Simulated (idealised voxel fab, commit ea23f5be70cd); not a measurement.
process module | voxel capacitor over wiring
cross-section cut | 165 nm wide | cells 5 nm
A cross-section is a grid of square cells, given in bands from the top down. A band is one or more rows of cells.
Each band's line starts with the height of the band's top and of its bottom, in nm. Then come its materials from left to right, each with its width in nm. One material with "throughout" fills the band from edge to edge. "air" is empty space.
Height 0 is the level under which the wafer as received is all one material. The lowest band goes on downwards, as in "0 down".
A width such as "30 to 40" changes by the same amount from each row of cells to the next, from the band's top row to its bottom row.
"no change" after a step means that no cell of the cross-section changed.
closed voids: empty space of 8 cells or more with no open way to the top, each as width x height at its distance from the left edge, in nm
after a step's settings: what the simulator itself notes on the step
overlay nm, on a step with a mask: how far to the right of its planned place the mask lay; to the left if negative
Each pair below shows a cross-section before one step and the cross-section after it, down to the lowest band that changed. The line under each pair gives the step between them, with its settings. The pairs can come from different runs of this module on the same starting wafer, so a pair continues from the pair above only where its "before" says so.
before
  0 down: Si throughout
  closed voids: none
after
  15 to 0: SiO2 throughout
  below 0: unchanged
  closed voids: none
the step between: op CONFORMAL_DEP | material SiO2 | thk nm 15
before: the cross-section after the pair above
after
  20 to 15: TiN throughout
  below 15: unchanged
  closed voids: none
the step between: op DIRECTIONAL_DEP | material TiN | thk nm 5
before: the cross-section after the pair above
after
  35 to 20: W throughout
  below 20: unchanged
  closed voids: none
the step between: op DIRECTIONAL_DEP | material W | thk nm 15
before: the cross-section after the pair above
after
  55 to 35: air 20 | resist 30 | air 60 | resist 30 | air 25
  below 35: unchanged
  closed voids: none
the step between: op PATTERN | tone cover | mask id METAL_1 | material resist | width nm 30 | pitch nm 90 | thk nm 20 | overlay nm 0
before: the cross-section after the pair above
after
  55 to 35: air 20 | resist 30 | air 60 | resist 30 | air 25
  35 to 20: air 20 | W 30 | air 60 | W 30 | air 25
  below 20: unchanged
  closed voids: none
the step between: op DIRECTIONAL_ETCH | etch materials W | depth nm 15
before: the cross-section after the pair above
after
  55 to 35: air 20 | resist 30 | air 60 | resist 30 | air 25
  35 to 20: air 20 | W 30 | air 60 | W 30 | air 25
  20 to 15: air 20 | TiN 30 | air 60 | TiN 30 | air 25
  below 15: unchanged
  closed voids: none
the step between: op DIRECTIONAL_ETCH | etch materials TiN | depth nm 5
before: the cross-section after the pair above
after
  35 to 20: air 20 | W 30 | air 60 | W 30 | air 25
  below 20: unchanged
  closed voids: none
the step between: op STRIP | etch materials resist
before: the cross-section after the pair above
after
  40 to 35: air 15 | SiN 40 | air 50 | SiN 40 | air 20
  35 to 20: air 15 | SiN 5 | W 30 | SiN 5 | air 50 | SiN 5 | W 30 | SiN 5 | air 20
  20 to 15: SiN 20 | TiN 30 | SiN 60 | TiN 30 | SiN 25
  below 15: unchanged
  closed voids: none
the step between: op CONFORMAL_DEP | material SiN | thk nm 5
before: the cross-section after the pair above
after
  45 to 40: lowk throughout
  40 to 35: lowk 15 | SiN 40 | lowk 50 | SiN 40 | lowk 20
  35 to 20: lowk 15 | SiN 5 | W 30 | SiN 5 | lowk 50 | SiN 5 | W 30 | SiN 5 | lowk 20
  below 20: unchanged
  closed voids: none
the step between: op FILL_DEP | material lowk | thk nm 5
before: the cross-section after the pair above
after
  35 to 20: lowk 15 | SiN 5 | W 30 | SiN 5 | lowk 50 | SiN 5 | W 30 | SiN 5 | lowk 20
  below 20: unchanged
  closed voids: none
the step between: op CMP | height nm 35
before: the cross-section after the pair above
after
  40 to 35: SiCN throughout
  below 35: unchanged
  closed voids: none
the step between: op CONFORMAL_DEP | material SiCN | thk nm 5
before: the cross-section after the pair above
after
  50 to 40: lowk throughout
  below 40: unchanged
  closed voids: none
the step between: op DIRECTIONAL_DEP | material lowk | thk nm 10
before: the cross-section after the pair above
after
  65 to 50: resist 35 | air 15 | resist 115
  below 50: unchanged
  closed voids: none
the step between: op PATTERN | tone open | mask id PLUG_1 | material resist | width nm 15 | thk nm 15 | overlay nm 0
before: the cross-section after the pair above
after
  65 to 50: resist 35 | air 15 | resist 115
  50 to 40: lowk 35 | air 15 | lowk 115
  below 40: unchanged
  closed voids: none
the step between: op DIRECTIONAL_ETCH | etch materials lowk | depth nm 10
before: the cross-section after the pair above
after
  65 to 50: resist 35 | air 15 | resist 115
  50 to 40: lowk 35 | air 15 | lowk 115
  40 to 35: SiCN 35 | air 15 | SiCN 115
  below 35: unchanged
  closed voids: none
the step between: op DIRECTIONAL_ETCH | etch materials SiCN | depth nm 5
before: the cross-section after the pair above
after
  50 to 40: lowk 35 | air 15 | lowk 115
  below 40: unchanged
  closed voids: none
the step between: op STRIP | etch materials resist
before: the cross-section after the pair above
after
  55 to 50: TiN 40 | air 5 | TiN 120
  50 to 40: lowk 35 | TiN 5 | air 5 | TiN 5 | lowk 115
  40 to 35: SiCN 35 | TiN 15 | SiCN 115
  below 35: unchanged
  closed voids: none
the step between: op CONFORMAL_DEP | material TiN | thk nm 5
before: the cross-section after the pair above
after
  60 to 55: Cu throughout
  55 to 50: TiN 40 | Cu 5 | TiN 120
  50 to 40: lowk 35 | TiN 5 | Cu 5 | TiN 5 | lowk 115
  below 40: unchanged
  closed voids: none
the step between: op FILL_DEP | material Cu | thk nm 5
before: the cross-section after the pair above
after
  50 to 40: lowk 35 | TiN 5 | Cu 5 | TiN 5 | lowk 115
  below 40: unchanged
  closed voids: none
the step between: op CMP | height nm 50
before: the cross-section after the pair above
after
  60 to 50: TiN throughout
  below 50: unchanged
  closed voids: none
the step between: op DIRECTIONAL_DEP | material TiN | thk nm 10
before: the cross-section after the pair above
after
  65 to 60: SiN throughout
  below 60: unchanged
  closed voids: none
the step between: op DIRECTIONAL_DEP | material SiN | thk nm 5
before: the cross-section after the pair above
after
  70 to 65: TiN throughout
  below 65: unchanged
  closed voids: none
the step between: op DIRECTIONAL_DEP | material TiN | thk nm 5
before: the cross-section after the pair above
after
  70 to 65: air 35 | TiN 65 | air 65
  below 65: unchanged
  closed voids: none
the step between: op MASKED_ETCH | tone cover | mask id UPPER_PLATE | width nm 65 | etch materials TiN | depth nm 5 | overlay nm 0
before: the cross-section after the pair above
after
  70 to 65: air 35 | TiN 65 | air 65
  65 to 60: air 35 | SiN 65 | air 65
  below 60: unchanged
  closed voids: none
the step between: op MASKED_ETCH | tone cover | mask id UPPER_PLATE | width nm 65 | etch materials SiN | depth nm 5 | overlay nm 0
before: the cross-section after the pair above
after
  80 to 70: air 35 | aC 65 | air 65
  70 to 65: aC 35 | TiN 65 | aC 65
  65 to 60: aC 35 | SiN 65 | aC 65
  below 60: unchanged
  closed voids: none
the step between: op DIRECTIONAL_DEP | material aC | thk nm 10
before: the cross-section after the pair above
after
  110 to 80: air 30 | resist 75 | air 60
  80 to 70: air 30 | resist 5 | aC 65 | resist 5 | air 60
  below 70: unchanged
  closed voids: none
the step between: op PATTERN | tone cover | mask id LOWER_PLATE | material resist | width nm 75 | thk nm 30 | overlay nm 0
before: the cross-section after the pair above
after
  100 to 80: air 30 | resist 75 | air 60
  80 to 70: air 30 | resist 5 | aC 65 | resist 5 | air 60
  70 to 65: air 30 | aC 5 | TiN 65 | aC 5 | air 60
  65 to 60: air 30 | aC 5 | SiN 65 | aC 5 | air 60
  below 60: unchanged
  closed voids: none
the step between: op DIRECTIONAL_ETCH | etch materials aC | depth nm 10
before: the cross-section after the pair above
after
  80 to 70: air 35 | aC 65 | air 65
  below 70: unchanged
  closed voids: none
the step between: op STRIP | etch materials resist
before: the cross-section after the pair above
after
  80 to 70: air 35 | aC 65 | air 65
  70 to 65: air 30 | aC 5 | TiN 65 | aC 5 | air 60
  65 to 60: air 30 | aC 5 | SiN 65 | aC 5 | air 60
  60 to 50: air 30 | TiN 75 | air 60
  below 50: unchanged
  closed voids: none
the step between: op DIRECTIONAL_ETCH | etch materials TiN | depth nm 10
before: the cross-section after the pair above
after
  70 to 65: air 35 | TiN 65 | air 65
  65 to 60: air 35 | SiN 65 | air 65
  below 60: unchanged
  closed voids: none
the step between: op STRIP | etch materials aC
before: the cross-section after the pair above
after
  90 to 70: SiO2 throughout
  70 to 65: SiO2 35 | TiN 65 | SiO2 65
  65 to 60: SiO2 35 | SiN 65 | SiO2 65
  60 to 50: SiO2 30 | TiN 75 | SiO2 60
  below 50: unchanged
  closed voids: none
the step between: op FILL_DEP | material SiO2 | thk nm 20
before: the cross-section after the pair above
after
  85 to 70: SiO2 throughout
  below 70: unchanged
  closed voids: none
the step between: op CMP | height nm 85
before: the cross-section after the pair above
after
  95 to 85: aC throughout
  below 85: unchanged
  closed voids: none
the step between: op DIRECTIONAL_DEP | material aC | thk nm 10
before: the cross-section after the pair above
after
  120 to 95: resist 45 | air 15 | resist 105
  below 95: unchanged
  closed voids: none
the step between: op PATTERN | tone open | mask id PLUG_2 | material resist | width nm 15 | thk nm 25 | overlay nm 0
before: the cross-section after the pair above
after
  110 to 95: resist 45 | air 15 | resist 105
  95 to 85: aC 45 | air 15 | aC 105
  below 85: unchanged
  closed voids: none
the step between: op DIRECTIONAL_ETCH | etch materials aC | depth nm 10
before: the cross-section after the pair above
after
  95 to 85: aC 45 | air 15 | aC 105
  below 85: unchanged
  closed voids: none
the step between: op STRIP | etch materials resist
before: the cross-section after the pair above
after
  95 to 85: aC 45 | air 15 | aC 105
  85 to 70: SiO2 45 | air 15 | SiO2 105
  below 70: unchanged
  closed voids: none
the step between: op DIRECTIONAL_ETCH | etch materials SiO2 | depth nm 15
before: the cross-section after the pair above
after
  85 to 70: SiO2 45 | air 15 | SiO2 105
  below 70: unchanged
  closed voids: none
the step between: op STRIP | etch materials aC
before: the cross-section after the pair above
after
  90 to 85: TiN 50 | air 5 | TiN 110
  85 to 75: SiO2 45 | TiN 5 | air 5 | TiN 5 | SiO2 105
  75 to 65: SiO2 45 to 35 | TiN 15 to 65 | SiO2 105 to 65
  below 65: unchanged
  closed voids: none
the step between: op CONFORMAL_DEP | material TiN | thk nm 5
before: the cross-section after the pair above
after
  100 to 90: Cu throughout
  90 to 85: TiN 50 | Cu 5 | TiN 110
  85 to 75: SiO2 45 | TiN 5 | Cu 5 | TiN 5 | SiO2 105
  below 75: unchanged
  closed voids: none
the step between: op FILL_DEP | material Cu | thk nm 10
before: the cross-section after the pair above
after
  85 to 75: SiO2 45 | TiN 5 | Cu 5 | TiN 5 | SiO2 105
  below 75: unchanged
  closed voids: none
the step between: op CMP | height nm 85
before: the cross-section after the pair above
after
  90 to 85: SiN throughout
  below 85: unchanged
  closed voids: none
the step between: op CONFORMAL_DEP | material SiN | thk nm 5
before
  15 to 0: SiO2 throughout
  0 down: Si throughout
  closed voids: none
after
  30 to 15: W throughout
  below 15: unchanged
  closed voids: none
the step between: op DIRECTIONAL_DEP | material W | thk nm 15
before: the cross-section after the pair above
after
  50 to 30: air 20 | resist 30 | air 60 | resist 30 | air 25
  below 30: unchanged
  closed voids: none
the step between: op PATTERN | tone cover | mask id METAL_1 | material resist | width nm 30 | pitch nm 90 | thk nm 20 | overlay nm 0
before: the cross-section after the pair above
after
  50 to 30: air 20 | resist 30 | air 60 | resist 30 | air 25
  30 to 15: air 20 | W 30 | air 60 | W 30 | air 25
  below 15: unchanged
  closed voids: none
the step between: op DIRECTIONAL_ETCH | etch materials W | depth nm 15
before: the cross-section after the pair above
after
  30 to 15: air 20 | W 30 | air 60 | W 30 | air 25
  below 15: unchanged
  closed voids: none
the step between: op STRIP | etch materials resist
before: the cross-section after the pair above
after
  35 to 30: air 15 | SiN 40 | air 50 | SiN 40 | air 20
  30 to 20: air 15 | SiN 5 | W 30 | SiN 5 | air 50 | SiN 5 | W 30 | SiN 5 | air 20
  20 to 15: SiN 20 | W 30 | SiN 60 | W 30 | SiN 25
  below 15: unchanged
  closed voids: none
the step between: op CONFORMAL_DEP | material SiN | thk nm 5
before: the cross-section after the pair above
after
  40 to 35: lowk throughout
  35 to 30: lowk 15 | SiN 40 | lowk 50 | SiN 40 | lowk 20
  30 to 20: lowk 15 | SiN 5 | W 30 | SiN 5 | lowk 50 | SiN 5 | W 30 | SiN 5 | lowk 20
  below 20: unchanged
  closed voids: none
the step between: op FILL_DEP | material lowk | thk nm 5
before: the cross-section after the pair above
after
  35 to 30: lowk 15 | SiN 40 | lowk 50 | SiN 40 | lowk 20
  below 30: unchanged
  closed voids: none
the step between: op CMP | height nm 35
before: the cross-section after the pair above
after
  40 to 35: SiCN throughout
  below 35: unchanged
  closed voids: none
the step between: op CONFORMAL_DEP | material SiCN | thk nm 5
before: the cross-section after the pair above
after
  50 to 40: lowk throughout
  below 40: unchanged
  closed voids: none
the step between: op DIRECTIONAL_DEP | material lowk | thk nm 10
before: the cross-section after the pair above
after
  65 to 50: resist 35 | air 15 | resist 115
  below 50: unchanged
  closed voids: none
the step between: op PATTERN | tone open | mask id PLUG_1 | material resist | width nm 15 | thk nm 15 | overlay nm 0
before: the cross-section after the pair above
after
  65 to 50: resist 35 | air 15 | resist 115
  50 to 40: lowk 35 | air 15 | lowk 115
  below 40: unchanged
  closed voids: none
the step between: op DIRECTIONAL_ETCH | etch materials lowk | depth nm 10
before: the cross-section after the pair above
after
  65 to 50: resist 35 | air 15 | resist 115
  50 to 40: lowk 35 | air 15 | lowk 115
  40 to 35: SiCN 35 | air 15 | SiCN 115
  below 35: unchanged
  closed voids: none
the step between: op DIRECTIONAL_ETCH | etch materials SiCN | depth nm 5
before: the cross-section after the pair above
after
  50 to 40: lowk 35 | air 15 | lowk 115
  below 40: unchanged
  closed voids: none
the step between: op STRIP | etch materials resist
before: the cross-section after the pair above
after
  55 to 50: TiN 40 | air 5 | TiN 120
  50 to 40: lowk 35 | TiN 5 | air 5 | TiN 5 | lowk 115
  40 to 35: SiCN 35 | TiN 15 | SiCN 115
  below 35: unchanged
  closed voids: none
the step between: op CONFORMAL_DEP | material TiN | thk nm 5
before: the cross-section after the pair above
after
  60 to 55: Cu throughout
  55 to 50: TiN 40 | Cu 5 | TiN 120
  50 to 40: lowk 35 | TiN 5 | Cu 5 | TiN 5 | lowk 115
  below 40: unchanged
  closed voids: none
the step between: op FILL_DEP | material Cu | thk nm 5
before: the cross-section after the pair above
after
  50 to 40: lowk 35 | TiN 5 | Cu 5 | TiN 5 | lowk 115
  below 40: unchanged
  closed voids: none
the step between: op CMP | height nm 50
before: the cross-section after the pair above
after
  60 to 50: TiN throughout
  below 50: unchanged
  closed voids: none
the step between: op DIRECTIONAL_DEP | material TiN | thk nm 10
before: the cross-section after the pair above
after
  65 to 60: SiN throughout
  below 60: unchanged
  closed voids: none
the step between: op DIRECTIONAL_DEP | material SiN | thk nm 5
before: the cross-section after the pair above
after
  70 to 65: TiN throughout
  below 65: unchanged
  closed voids: none
the step between: op DIRECTIONAL_DEP | material TiN | thk nm 5
before: the cross-section after the pair above
after
  70 to 65: air 35 | TiN 65 | air 65
  below 65: unchanged
  closed voids: none
the step between: op MASKED_ETCH | tone cover | mask id UPPER_PLATE | width nm 65 | etch materials TiN | depth nm 5 | overlay nm 0
before: the cross-section after the pair above
after
  70 to 65: air 35 | TiN 65 | air 65
  65 to 60: air 35 | SiN 65 | air 65
  below 60: unchanged
  closed voids: none
the step between: op MASKED_ETCH | tone cover | mask id UPPER_PLATE | width nm 65 | etch materials SiN | depth nm 5 | overlay nm 0
before: the cross-section after the pair above
after
  80 to 70: air 35 | aC 65 | air 65
  70 to 65: aC 35 | TiN 65 | aC 65
  65 to 60: aC 35 | SiN 65 | aC 65
  below 60: unchanged
  closed voids: none
the step between: op DIRECTIONAL_DEP | material aC | thk nm 10
before: the cross-section after the pair above
after
  110 to 80: air 30 | resist 75 | air 60
  80 to 70: air 30 | resist 5 | aC 65 | resist 5 | air 60
  below 70: unchanged
  closed voids: none
the step between: op PATTERN | tone cover | mask id LOWER_PLATE | material resist | width nm 75 | thk nm 30 | overlay nm 0
before: the cross-section after the pair above
after
  100 to 80: air 30 | resist 75 | air 60
  80 to 70: air 30 | resist 5 | aC 65 | resist 5 | air 60
  70 to 65: air 30 | aC 5 | TiN 65 | aC 5 | air 60
  65 to 60: air 30 | aC 5 | SiN 65 | aC 5 | air 60
  below 60: unchanged
  closed voids: none
the step between: op DIRECTIONAL_ETCH | etch materials aC | depth nm 10
before: the cross-section after the pair above
after
  80 to 70: air 35 | aC 65 | air 65
  below 70: unchanged
  closed voids: none
the step between: op STRIP | etch materials resist
before: the cross-section after the pair above
after
  80 to 70: air 35 | aC 65 | air 65
  70 to 65: air 30 | aC 5 | TiN 65 | aC 5 | air 60
  65 to 60: air 30 | aC 5 | SiN 65 | aC 5 | air 60
  60 to 50: air 30 | TiN 75 | air 60
  below 50: unchanged
  closed voids: none
the step between: op DIRECTIONAL_ETCH | etch materials TiN | depth nm 10
before: the cross-section after the pair above
after
  70 to 65: air 35 | TiN 65 | air 65
  65 to 60: air 35 | SiN 65 | air 65
  below 60: unchanged
  closed voids: none
the step between: op STRIP | etch materials aC
before: the cross-section after the pair above
after
  90 to 70: SiO2 throughout
  70 to 65: SiO2 35 | TiN 65 | SiO2 65
  65 to 60: SiO2 35 | SiN 65 | SiO2 65
  60 to 50: SiO2 30 | TiN 75 | SiO2 60
  below 50: unchanged
  closed voids: none
the step between: op FILL_DEP | material SiO2 | thk nm 20
before: the cross-section after the pair above
after
  85 to 70: SiO2 throughout
  below 70: unchanged
  closed voids: none
the step between: op CMP | height nm 85
before: the cross-section after the pair above
after
  95 to 85: aC throughout
  below 85: unchanged
  closed voids: none
the step between: op DIRECTIONAL_DEP | material aC | thk nm 10
before: the cross-section after the pair above
after
  120 to 95: resist 45 | air 15 | resist 105
  below 95: unchanged
  closed voids: none
the step between: op PATTERN | tone open | mask id PLUG_2 | material resist | width nm 15 | thk nm 25 | overlay nm 0
before: the cross-section after the pair above
after
  110 to 95: resist 45 | air 15 | resist 105
  95 to 85: aC 45 | air 15 | aC 105
  below 85: unchanged
  closed voids: none
the step between: op DIRECTIONAL_ETCH | etch materials aC | depth nm 10
before: the cross-section after the pair above
after
  95 to 85: aC 45 | air 15 | aC 105
  below 85: unchanged
  closed voids: none
the step between: op STRIP | etch materials resist
before: the cross-section after the pair above
after
  95 to 85: aC 45 | air 15 | aC 105
  85 to 70: SiO2 45 | air 15 | SiO2 105
  below 70: unchanged
  closed voids: none
the step between: op DIRECTIONAL_ETCH | etch materials SiO2 | depth nm 15
before: the cross-section after the pair above
after
  85 to 70: SiO2 45 | air 15 | SiO2 105
  below 70: unchanged
  closed voids: none
the step between: op STRIP | etch materials aC
before: the cross-section after the pair above
after
  90 to 85: TiN 50 | air 5 | TiN 110
  85 to 75: SiO2 45 | TiN 5 | air 5 | TiN 5 | SiO2 105
  75 to 65: SiO2 45 to 35 | TiN 15 to 65 | SiO2 105 to 65
  below 65: unchanged
  closed voids: none
the step between: op CONFORMAL_DEP | material TiN | thk nm 5
before: the cross-section after the pair above
after
  100 to 90: Cu throughout
  90 to 85: TiN 50 | Cu 5 | TiN 110
  85 to 75: SiO2 45 | TiN 5 | Cu 5 | TiN 5 | SiO2 105
  below 75: unchanged
  closed voids: none
the step between: op FILL_DEP | material Cu | thk nm 10
before: the cross-section after the pair above
after
  85 to 75: SiO2 45 | TiN 5 | Cu 5 | TiN 5 | SiO2 105
  below 75: unchanged
  closed voids: none
the step between: op CMP | height nm 85
before: the cross-section after the pair above
after
  90 to 85: SiN throughout
  below 85: unchanged
  closed voids: none
the step between: op CONFORMAL_DEP | material SiN | thk nm 5
before
  15 to 0: SiO2 throughout
  0 down: Si throughout
  closed voids: none
after
  30 to 0: SiO2 throughout
  below 0: unchanged
  closed voids: none
the step between: op CONFORMAL_DEP | material SiO2 | thk nm 15
before: the cross-section after the pair above
after
  35 to 30: TiN throughout
  below 30: unchanged
  closed voids: none
the step between: op DIRECTIONAL_DEP | material TiN | thk nm 5
before: the cross-section after the pair above
after
  50 to 35: W throughout
  below 35: unchanged
  closed voids: none
the step between: op DIRECTIONAL_DEP | material W | thk nm 15
before: the cross-section after the pair above
after
  70 to 50: air 20 | resist 30 | air 60 | resist 30 | air 25
  below 50: unchanged
  closed voids: none
the step between: op PATTERN | tone cover | mask id METAL_1 | material resist | width nm 30 | pitch nm 90 | thk nm 20 | overlay nm 0
before: the cross-section after the pair above
after
  70 to 50: air 20 | resist 30 | air 60 | resist 30 | air 25
  50 to 35: air 20 | W 30 | air 60 | W 30 | air 25
  below 35: unchanged
  closed voids: none
the step between: op DIRECTIONAL_ETCH | etch materials W | depth nm 15
before: the cross-section after the pair above
after
  70 to 50: air 20 | resist 30 | air 60 | resist 30 | air 25
  50 to 35: air 20 | W 30 | air 60 | W 30 | air 25
  35 to 30: air 20 | TiN 30 | air 60 | TiN 30 | air 25
  below 30: unchanged
  closed voids: none
the step between: op DIRECTIONAL_ETCH | etch materials TiN | depth nm 5
before: the cross-section after the pair above
after
  50 to 35: air 20 | W 30 | air 60 | W 30 | air 25
  below 35: unchanged
  closed voids: none
the step between: op STRIP | etch materials resist
before: the cross-section after the pair above
after
  55 to 50: air 15 | SiN 40 | air 50 | SiN 40 | air 20
  50 to 35: air 15 | SiN 5 | W 30 | SiN 5 | air 50 | SiN 5 | W 30 | SiN 5 | air 20
  35 to 30: SiN 20 | TiN 30 | SiN 60 | TiN 30 | SiN 25
  below 30: unchanged
  closed voids: none
the step between: op CONFORMAL_DEP | material SiN | thk nm 5
before: the cross-section after the pair above
after
  60 to 55: lowk throughout
  55 to 50: lowk 15 | SiN 40 | lowk 50 | SiN 40 | lowk 20
  50 to 35: lowk 15 | SiN 5 | W 30 | SiN 5 | lowk 50 | SiN 5 | W 30 | SiN 5 | lowk 20
  below 35: unchanged
  closed voids: none
the step between: op FILL_DEP | material lowk | thk nm 5
before: the cross-section after the pair above
after
  35 to 30: SiN 20 | TiN 30 | SiN 60 | TiN 30 | SiN 25
  below 30: unchanged
  closed voids: none
the step between: op CMP | height nm 35
before: the cross-section after the pair above
after
  40 to 35: SiCN throughout
  below 35: unchanged
  closed voids: none
the step between: op CONFORMAL_DEP | material SiCN | thk nm 5
before: the cross-section after the pair above
after
  50 to 40: lowk throughout
  below 40: unchanged
  closed voids: none
the step between: op DIRECTIONAL_DEP | material lowk | thk nm 10
before: the cross-section after the pair above
after
  65 to 50: resist 35 | air 15 | resist 115
  below 50: unchanged
  closed voids: none
the step between: op PATTERN | tone open | mask id PLUG_1 | material resist | width nm 15 | thk nm 15 | overlay nm 0
before: the cross-section after the pair above
after
  65 to 50: resist 35 | air 15 | resist 115
  50 to 40: lowk 35 | air 15 | lowk 115
  below 40: unchanged
  closed voids: none
the step between: op DIRECTIONAL_ETCH | etch materials lowk | depth nm 10
before: the cross-section after the pair above
after
  65 to 50: resist 35 | air 15 | resist 115
  50 to 40: lowk 35 | air 15 | lowk 115
  40 to 35: SiCN 35 | air 15 | SiCN 115
  below 35: unchanged
  closed voids: none
the step between: op DIRECTIONAL_ETCH | etch materials SiCN | depth nm 5
before: the cross-section after the pair above
after
  50 to 40: lowk 35 | air 15 | lowk 115
  below 40: unchanged
  closed voids: none
the step between: op STRIP | etch materials resist
before: the cross-section after the pair above
after
  55 to 50: TiN 40 | air 5 | TiN 120
  50 to 40: lowk 35 | TiN 5 | air 5 | TiN 5 | lowk 115
  40 to 35: SiCN 35 | TiN 15 | SiCN 115
  below 35: unchanged
  closed voids: none
the step between: op CONFORMAL_DEP | material TiN | thk nm 5
before: the cross-section after the pair above
after
  60 to 55: Cu throughout
  55 to 50: TiN 40 | Cu 5 | TiN 120
  50 to 40: lowk 35 | TiN 5 | Cu 5 | TiN 5 | lowk 115
  below 40: unchanged
  closed voids: none
the step between: op FILL_DEP | material Cu | thk nm 5
before: the cross-section after the pair above
after
  50 to 40: lowk 35 | TiN 5 | Cu 5 | TiN 5 | lowk 115
  below 40: unchanged
  closed voids: none
the step between: op CMP | height nm 50
before: the cross-section after the pair above
after
  60 to 50: TiN throughout
  below 50: unchanged
  closed voids: none
the step between: op DIRECTIONAL_DEP | material TiN | thk nm 10
before: the cross-section after the pair above
after
  65 to 60: SiN throughout
  below 60: unchanged
  closed voids: none
the step between: op DIRECTIONAL_DEP | material SiN | thk nm 5
before: the cross-section after the pair above
after
  70 to 65: TiN throughout
  below 65: unchanged
  closed voids: none
the step between: op DIRECTIONAL_DEP | material TiN | thk nm 5
before: the cross-section after the pair above
after
  70 to 65: air 35 | TiN 65 | air 65
  below 65: unchanged
  closed voids: none
the step between: op MASKED_ETCH | tone cover | mask id UPPER_PLATE | width nm 65 | etch materials TiN | depth nm 5 | overlay nm 0
before: the cross-section after the pair above
after
  70 to 65: air 35 | TiN 65 | air 65
  65 to 60: air 35 | SiN 65 | air 65
  below 60: unchanged
  closed voids: none
the step between: op MASKED_ETCH | tone cover | mask id UPPER_PLATE | width nm 65 | etch materials SiN | depth nm 5 | overlay nm 0
before: the cross-section after the pair above
after
  80 to 70: air 35 | aC 65 | air 65
  70 to 65: aC 35 | TiN 65 | aC 65
  65 to 60: aC 35 | SiN 65 | aC 65
  below 60: unchanged
  closed voids: none
the step between: op DIRECTIONAL_DEP | material aC | thk nm 10
before: the cross-section after the pair above
after
  110 to 80: air 30 | resist 75 | air 60
  80 to 70: air 30 | resist 5 | aC 65 | resist 5 | air 60
  below 70: unchanged
  closed voids: none
the step between: op PATTERN | tone cover | mask id LOWER_PLATE | material resist | width nm 75 | thk nm 30 | overlay nm 0
before: the cross-section after the pair above
after
  100 to 80: air 30 | resist 75 | air 60
  80 to 70: air 30 | resist 5 | aC 65 | resist 5 | air 60
  70 to 65: air 30 | aC 5 | TiN 65 | aC 5 | air 60
  65 to 60: air 30 | aC 5 | SiN 65 | aC 5 | air 60
  below 60: unchanged
  closed voids: none
the step between: op DIRECTIONAL_ETCH | etch materials aC | depth nm 10
before: the cross-section after the pair above
after
  80 to 70: air 35 | aC 65 | air 65
  below 70: unchanged
  closed voids: none
the step between: op STRIP | etch materials resist
before: the cross-section after the pair above
after
  80 to 70: air 35 | aC 65 | air 65
  70 to 65: air 30 | aC 5 | TiN 65 | aC 5 | air 60
  65 to 60: air 30 | aC 5 | SiN 65 | aC 5 | air 60
  60 to 50: air 30 | TiN 75 | air 60
  below 50: unchanged
  closed voids: none
the step between: op DIRECTIONAL_ETCH | etch materials TiN | depth nm 10
before: the cross-section after the pair above
after
  70 to 65: air 35 | TiN 65 | air 65
  65 to 60: air 35 | SiN 65 | air 65
  below 60: unchanged
  closed voids: none
the step between: op STRIP | etch materials aC
before: the cross-section after the pair above
after
  90 to 70: SiO2 throughout
  70 to 65: SiO2 35 | TiN 65 | SiO2 65
  65 to 60: SiO2 35 | SiN 65 | SiO2 65
  60 to 50: SiO2 30 | TiN 75 | SiO2 60
  below 50: unchanged
  closed voids: none
the step between: op FILL_DEP | material SiO2 | thk nm 20
before: the cross-section after the pair above
after
  85 to 70: SiO2 throughout
  below 70: unchanged
  closed voids: none
the step between: op CMP | height nm 85
before: the cross-section after the pair above
after
  95 to 85: aC throughout
  below 85: unchanged
  closed voids: none
the step between: op DIRECTIONAL_DEP | material aC | thk nm 10
before: the cross-section after the pair above
after
  120 to 95: resist 45 | air 15 | resist 105
  below 95: unchanged
  closed voids: none
the step between: op PATTERN | tone open | mask id PLUG_2 | material resist | width nm 15 | thk nm 25 | overlay nm 0
before: the cross-section after the pair above
after
  110 to 95: resist 45 | air 15 | resist 105
  95 to 85: aC 45 | air 15 | aC 105
  below 85: unchanged
  closed voids: none
the step between: op DIRECTIONAL_ETCH | etch materials aC | depth nm 10
before: the cross-section after the pair above
after
  95 to 85: aC 45 | air 15 | aC 105
  below 85: unchanged
  closed voids: none
the step between: op STRIP | etch materials resist
before: the cross-section after the pair above
after
  95 to 85: aC 45 | air 15 | aC 105
  85 to 70: SiO2 45 | air 15 | SiO2 105
  below 70: unchanged
  closed voids: none
the step between: op DIRECTIONAL_ETCH | etch materials SiO2 | depth nm 15
before: the cross-section after the pair above
after
  85 to 70: SiO2 45 | air 15 | SiO2 105
  below 70: unchanged
  closed voids: none
the step between: op STRIP | etch materials aC
before: the cross-section after the pair above
after
  90 to 85: TiN 50 | air 5 | TiN 110
  85 to 75: SiO2 45 | TiN 5 | air 5 | TiN 5 | SiO2 105
  75 to 65: SiO2 45 to 35 | TiN 15 to 65 | SiO2 105 to 65
  below 65: unchanged
  closed voids: none
the step between: op CONFORMAL_DEP | material TiN | thk nm 5
before: the cross-section after the pair above
after
  100 to 90: Cu throughout
  90 to 85: TiN 50 | Cu 5 | TiN 110
  85 to 75: SiO2 45 | TiN 5 | Cu 5 | TiN 5 | SiO2 105
  below 75: unchanged
  closed voids: none
the step between: op FILL_DEP | material Cu | thk nm 10
before: the cross-section after the pair above
after
  85 to 75: SiO2 45 | TiN 5 | Cu 5 | TiN 5 | SiO2 105
  below 75: unchanged
  closed voids: none
the step between: op CMP | height nm 85
before: the cross-section after the pair above
after
  90 to 85: SiN throughout
  below 85: unchanged
  closed voids: none
the step between: op CONFORMAL_DEP | material SiN | thk nm 5
before
  0 down: Si throughout
  closed voids: none
after
  5 to 0: TiN throughout
  below 0: unchanged
  closed voids: none
the step between: op DIRECTIONAL_DEP | material TiN | thk nm 5
before: the cross-section after the pair above
after
  20 to 5: SiO2 throughout
  below 5: unchanged
  closed voids: none
the step between: op CONFORMAL_DEP | material SiO2 | thk nm 15
before: the cross-section after the pair above
after
  35 to 20: W throughout
  below 20: unchanged
  closed voids: none
the step between: op DIRECTIONAL_DEP | material W | thk nm 15
before: the cross-section after the pair above
after
  55 to 35: air 20 | resist 30 | air 60 | resist 30 | air 25
  below 35: unchanged
  closed voids: none
the step between: op PATTERN | tone cover | mask id METAL_1 | material resist | width nm 30 | pitch nm 90 | thk nm 20 | overlay nm 0
before: the cross-section after the pair above
after
  55 to 35: air 20 | resist 30 | air 60 | resist 30 | air 25
  35 to 20: air 20 | W 30 | air 60 | W 30 | air 25
  below 20: unchanged
  closed voids: none
the step between: op DIRECTIONAL_ETCH | etch materials W | depth nm 15
before: the cross-section after the pair above
after
  35 to 20: air 20 | W 30 | air 60 | W 30 | air 25
  below 20: unchanged
  closed voids: none
the step between: op STRIP | etch materials resist
